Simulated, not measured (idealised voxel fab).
This section sets out a process module, namely voxel plated lines.
Pictured: cross-section cut, 265 nm wide, on a grid of 5 nm square cells.
This document writes a cross-section as a grid whose cells are square, and gives it as bands, listed from the top down; one or more rows of cells form a band.
Band: top and bottom heights (nm) first, top before bottom; then materials from left to right, widths in nm. "everywhere" marks a sole material filling the band edge to edge. "blank" denotes empty space.
Zero point of the height axis is 0; under it, received wafer = one material. Lowest band: continues down indefinitely, "0 -> down".
A width such as "30 to 40" changes by the same amount from each row of cells to the next, from the band's top row to its bottom row.
Given "everything unchanged" for a step, no cell of the cross-section differs between before and after that step.
What "Sealed cavities" gives you is every empty space of 8 cells or more that is cut off from the top. Each appears as width x height at distance, with the distance taken from the left edge and width, height and distance all in nm.
Where a step's line continues beyond its settings, the continuation is a remark by the simulator itself on that step.
Steps that use a mask can have "overlay nm" on their line. It says how far the mask sat to the right of where it was meant to be. Negative means to the left.
Below is the list of planned process steps:
1 RECEIVE (material Si)
2 CONFORMAL_DEP (material SiN; thk nm 10)
3 DIRECTIONAL_DEP (material TiN; thk nm 5)
4 PATTERN (tone open; mask id LINES; material resist; width nm 25; pitch nm 50; thk nm 15; overlay nm 0)
5 EPI (material Ru; thk nm 10)
6 STRIP (etch materials resist)
7 DIRECTIONAL_ETCH (etch materials TiN; depth nm 5)
8 CONFORMAL_DEP (material SiO2; thk nm 10)
First wafer, as planned:
Wafer as received: cross-section following step 1:
- 0 -> down: Si everywhere
- Sealed cavities: none
How the wafer stands in section after step 2:
- 10 -> 0: SiN everywhere
- Below 0 it's all the same as before, nothing changed down there.
How the wafer stands in section after step 3:
- 15 -> 10: TiN everywhere
- Below 10 it's all the same as before, nothing changed down there.
How the wafer stands in section after step 4:
- 30 -> 15: resist: 70; blank: 25; resist: 25; blank: 25; resist: 25; blank: 25; resist: 70
- Below 15 it's all the same as before, nothing changed down there.
How the wafer stands in section after step 5:
- 30 -> 25: resist: 70; blank: 25; resist: 25; blank: 25; resist: 25; blank: 25; resist: 70
- 25 -> 15: resist: 70; Ru: 25; resist: 25; Ru: 25; resist: 25; Ru: 25; resist: 70
- Below 15 it's all the same as before, nothing changed down there.
How the wafer stands in section after step 6:
- 25 -> 15: blank: 70; Ru: 25; blank: 25; Ru: 25; blank: 25; Ru: 25; blank: 70
- Below 15 it's all the same as before, nothing changed down there.
How the wafer stands in section after step 7:
- 25 -> 15: blank: 70; Ru: 25; blank: 25; Ru: 25; blank: 25; Ru: 25; blank: 70
- 15 -> 10: blank: 70; TiN: 25; blank: 25; TiN: 25; blank: 25; TiN: 25; blank: 70
- Below 10 it's all the same as before, nothing changed down there.
How the wafer stands in section after step 8:
- 35 -> 25: blank: 60; SiO2: 45; blank: 5; SiO2: 45; blank: 5; SiO2: 45; blank: 60
- 25 -> 20: blank: 60; SiO2: 10; Ru: 25; SiO2: 10; blank: 5; SiO2: 10; Ru: 25; SiO2: 10; blank: 5; SiO2: 10; Ru: 25; SiO2: 10; blank: 60
- 20 -> 15: SiO2: 70; Ru: 25; SiO2: 25; Ru: 25; SiO2: 25; Ru: 25; SiO2: 70
- 15 -> 10: SiO2: 70; TiN: 25; SiO2: 25; TiN: 25; SiO2: 25; TiN: 25; SiO2: 70
- Below 10 it's all the same as before, nothing changed down there.
Second Wafer (Identical Start and Plan, One Processing Error; Matches First Wafer Through Step 3):
Cross-section: second wafer, time at which step 4 was scheduled to end:
- 30 -> 15: blank: 70; resist: 25; blank: 25; resist: 25; blank: 25; resist: 25; blank: 70
- Below 15 it's all the same as before, nothing changed down there.
Cross-section: second wafer, time at which step 5 was scheduled to end:
- 30 -> 25: blank: 70; resist: 25; blank: 25; resist: 25; blank: 25; resist: 25; blank: 70
- 25 -> 15: Ru: 70; resist: 25; Ru: 25; resist: 25; Ru: 25; resist: 25; Ru: 70
- Below 15 it's all the same as before, nothing changed down there.
Cross-section: second wafer, time at which step 6 was scheduled to end:
- 25 -> 15: Ru: 70; blank: 25; Ru: 25; blank: 25; Ru: 25; blank: 25; Ru: 70
- Below 15 it's all the same as before, nothing changed down there.
Cross-section: second wafer, time at which step 7 was scheduled to end:
- 25 -> 15: Ru: 70; blank: 25; Ru: 25; blank: 25; Ru: 25; blank: 25; Ru: 70
- 15 -> 10: TiN: 70; blank: 25; TiN: 25; blank: 25; TiN: 25; blank: 25; TiN: 70
- Below 10 it's all the same as before, nothing changed down there.
Cross-section: second wafer, time at which step 8 was scheduled to end:
- 35 -> 25: SiO2: 80; blank: 5; SiO2: 45; blank: 5; SiO2: 45; blank: 5; SiO2: 80
- 25 -> 20: Ru: 70; SiO2: 10; blank: 5; SiO2: 10; Ru: 25; SiO2: 10; blank: 5; SiO2: 10; Ru: 25; SiO2: 10; blank: 5; SiO2: 10; Ru: 70
- 20 -> 15: Ru: 70; SiO2: 25; Ru: 25; SiO2: 25; Ru: 25; SiO2: 25; Ru: 70
- 15 -> 10: TiN: 70; SiO2: 25; TiN: 25; SiO2: 25; TiN: 25; SiO2: 25; TiN: 70
- Below 10 it's all the same as before, nothing changed down there.
Diagnosis: heads up, step 4 didn't go per plan, it actually ran as PATTERN (tone cover; mask id LINES; material resist; width nm 25; pitch nm 50; thk nm 15; overlay nm 0)
Final cells, second wafer relative to first, materials higher or lower: Ru: 46 more | TiN: 23 more
